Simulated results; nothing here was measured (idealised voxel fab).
process module | voxel ribs on slabs
cross-section cut | 270 nm wide | cells 5 nm
A cross-section is a grid of square cells, given in bands from the top down. A band is one or more rows of cells.
Each band's line starts with the height of the band's top and of its bottom, in nm. Then come its materials from left to right, each with its width in nm. One material with "throughout" fills the band from edge to edge. "air" is empty space.
Height 0 is the level under which the wafer as received is all one material. The lowest band goes on downwards, as in "0 down".
A width such as "30 to 40" changes by the same amount from each row of cells to the next, from the band's top row to its bottom row.
"no change" after a step means that no cell of the cross-section changed.
closed voids: empty space of 8 cells or more with no open way to the top, each as width x height at its distance from the left edge, in nm
after a step's settings: what the simulator itself notes on the step
overlay nm, on a step with a mask: how far to the right of its planned place the mask lay; to the left if negative
plan
1 op RECEIVE | material Si
2 op DIRECTIONAL_DEP | material SiO2 | thk nm 30
3 op DIRECTIONAL_DEP | material polySi | thk nm 25
4 op MASKED_ETCH | tone cover | mask id RIB | width nm 20 | etch materials polySi | depth nm 20 | overlay nm 0
5 op PATTERN | tone cover | mask id SLAB | material resist | width nm 70 | thk nm 20 | overlay nm 0
6 op DIRECTIONAL_ETCH | etch materials polySi | depth nm 5
7 op STRIP | etch materials resist
8 op FILL_DEP | material SiO2 | thk nm 20
9 op CMP | height nm 65
10 op DIRECTIONAL_DEP | material TiN | thk nm 10
11 op DIRECTIONAL_DEP | material aC | thk nm 10
12 op PATTERN | tone cover | mask id HEATER | material resist | width nm 30 | thk nm 30 | overlay nm 0
13 op DIRECTIONAL_ETCH | etch materials aC | depth nm 10
14 op STRIP | etch materials resist
15 op DIRECTIONAL_ETCH | etch materials TiN | depth nm 10
16 op STRIP | etch materials aC
17 op CONFORMAL_DEP | material SiO2 | thk nm 10
first wafer, as planned
as received, after step 1
  0 down: Si throughout
  closed voids: none
after step 2
  30 to 0: SiO2 throughout
  below 0: unchanged
after step 3
  55 to 30: polySi throughout
  below 30: unchanged
after step 4
  55 to 35: air 125 | polySi 20 | air 125
  below 35: unchanged
after step 5
  75 to 55: air 100 | resist 70 | air 100
  55 to 35: air 100 | resist 25 | polySi 20 | resist 25 | air 100
  below 35: unchanged
after step 6
  75 to 55: air 100 | resist 70 | air 100
  55 to 35: air 100 | resist 25 | polySi 20 | resist 25 | air 100
  35 to 30: air 100 | polySi 70 | air 100
  below 30: unchanged
after step 7
  55 to 35: air 125 | polySi 20 | air 125
  below 35: unchanged
after step 8
  75 to 55: SiO2 throughout
  55 to 35: SiO2 125 | polySi 20 | SiO2 125
  35 to 30: SiO2 100 | polySi 70 | SiO2 100
  below 30: unchanged
after step 9
  65 to 55: SiO2 throughout
  below 55: unchanged
after step 10
  75 to 65: TiN throughout
  below 65: unchanged
after step 11
  85 to 75: aC throughout
  below 75: unchanged
after step 12
  115 to 85: air 120 | resist 30 | air 120
  below 85: unchanged
after step 13
  105 to 85: air 120 | resist 30 | air 120
  85 to 75: air 120 | aC 30 | air 120
  below 75: unchanged
after step 14
  85 to 75: air 120 | aC 30 | air 120
  below 75: unchanged
after step 15
  85 to 75: air 120 | aC 30 | air 120
  75 to 65: air 120 | TiN 30 | air 120
  below 65: unchanged
after step 16
  75 to 65: air 120 | TiN 30 | air 120
  below 65: unchanged
after step 17
  85 to 75: air 110 | SiO2 50 | air 110
  75 to 65: SiO2 120 | TiN 30 | SiO2 120
  below 65: unchanged
second wafer: like start, like plan, one mistake. Through step 7 it matches the first wafer
when step 8 should have ended
  75 to 55: TiN throughout
  55 to 35: TiN 125 | polySi 20 | TiN 125
  35 to 30: TiN 100 | polySi 70 | TiN 100
  below 30: unchanged
when step 9 should have ended
  65 to 55: TiN throughout
  below 55: unchanged
when step 10 should have ended
  75 to 55: TiN throughout
  below 55: unchanged
when step 11 should have ended
  85 to 75: aC throughout
  below 75: unchanged
when step 12 should have ended
  115 to 85: air 120 | resist 30 | air 120
  below 85: unchanged
when step 13 should have ended
  105 to 85: air 120 | resist 30 | air 120
  85 to 75: air 120 | aC 30 | air 120
  below 75: unchanged
when step 14 should have ended
  85 to 75: air 120 | aC 30 | air 120
  below 75: unchanged
when step 15 should have ended
  85 to 75: air 120 | aC 30 | air 120
  75 to 65: air 120 | TiN 30 | air 120
  below 65: unchanged
when step 16 should have ended
  75 to 65: air 120 | TiN 30 | air 120
  below 65: unchanged
when step 17 should have ended
  85 to 75: air 110 | SiO2 50 | air 110
  75 to 65: SiO2 120 | TiN 30 | SiO2 120
  below 65: unchanged
what went wrong: step 8 ran as: op FILL_DEP | material TiN | thk nm 20
at the end the second wafer has, in cells: 348 fewer of SiO2 | 348 more of TiN
